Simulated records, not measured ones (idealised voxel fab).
Process module under the name voxel trench capacitor
cross-section cut | 205 nm wide | cells 5 nm
A cross-section is a grid of square cells, given in bands from the top down. A band is one or more rows of cells. In this notation a band is specified by the heights of its top and bottom, in that order and in nm, after which its materials appear from left to right, each paired with its width in nm. The word "everywhere" attached to a single material means that material fills the band from edge to edge; the word "air" stands for empty space. The reference from which all heights are counted is 0, the level beneath which the as-received wafer is entirely one material; the lowest band, having no lower bound, proceeds downward and is written after the example "from 0 down". Top row gets the first number, bottom row gets the second, and each row in between changes by the same step: that is how a band width like "30->40" works. Any step labelled "no change" changed none of the cells in the cross-section. So "Entrapped voids" is basically the list of trapped voids: any empty space of 8 cells or more that can't reach the top through an opening. They're written width x height at distance, the distance being from the left edge, and it's all nm. Note: text after step settings on the step line = simulator remark on that step. The optional step-line setting "overlay nm" applies to steps with a mask and quantifies how far to the right of its planned location the mask lay, a negative value indicating leftward placement.

-- Intended process steps
| 1 | RECEIVE (material Si) |
| 2 | CONFORMAL_DEP (material SiN; thk nm 10) |
| 3 | DIRECTIONAL_DEP (material aC; thk nm 15) |
| 4 | PATTERN (tone open; mask id TRENCH; material resist; width nm 25; pitch nm 50; thk nm 35; overlay nm 0) |
| 5 | DIRECTIONAL_ETCH (etch materials aC; depth nm 15) |
| 6 | STRIP (etch materials resist) |
| 7 | DIRECTIONAL_ETCH (etch materials SiN; depth nm 10) |
| 8 | DIRECTIONAL_ETCH (etch materials Si; depth nm 25) |
| 9 | STRIP (etch materials aC) |
| 10 | CONFORMAL_DEP (material SiO2; thk nm 5) |
| 11 | FILL_DEP (material polySi; thk nm 10) |
| 12 | CMP (height nm 10) |

-- Cross-section, incoming material, after step 1
	from 0 down | Si everywhere
	Entrapped voids: none

-- The plan above was carried out on the starting structure above with one mistake, and this cross-section shows the wafer at the end of the module
	from 10 to 0 | SiN: 40  SiO2: 5  polySi: 15  SiO2: 5  SiN: 25  SiO2: 5  polySi: 15  SiO2: 5  SiN: 25  SiO2: 5  polySi: 15  SiO2: 5  SiN: 40
	from 0 to -25 | Si: 40  SiO2: 5  polySi: 15  SiO2: 5  Si: 25  SiO2: 5  polySi: 15  SiO2: 5  Si: 25  SiO2: 5  polySi: 15  SiO2: 5  Si: 40
	from -25 to -30 | Si: 40  SiO2: 25  Si: 25  SiO2: 25  Si: 25  SiO2: 25  Si: 40
	from -30 down | Si everywhere
	Entrapped voids: none
It is concluded that the wafer was processed incorrectly with respect to the plan, in that off-plan run, step 8, actual operation and settings DIRECTIONAL_ETCH (etch materials Si; depth nm 30)
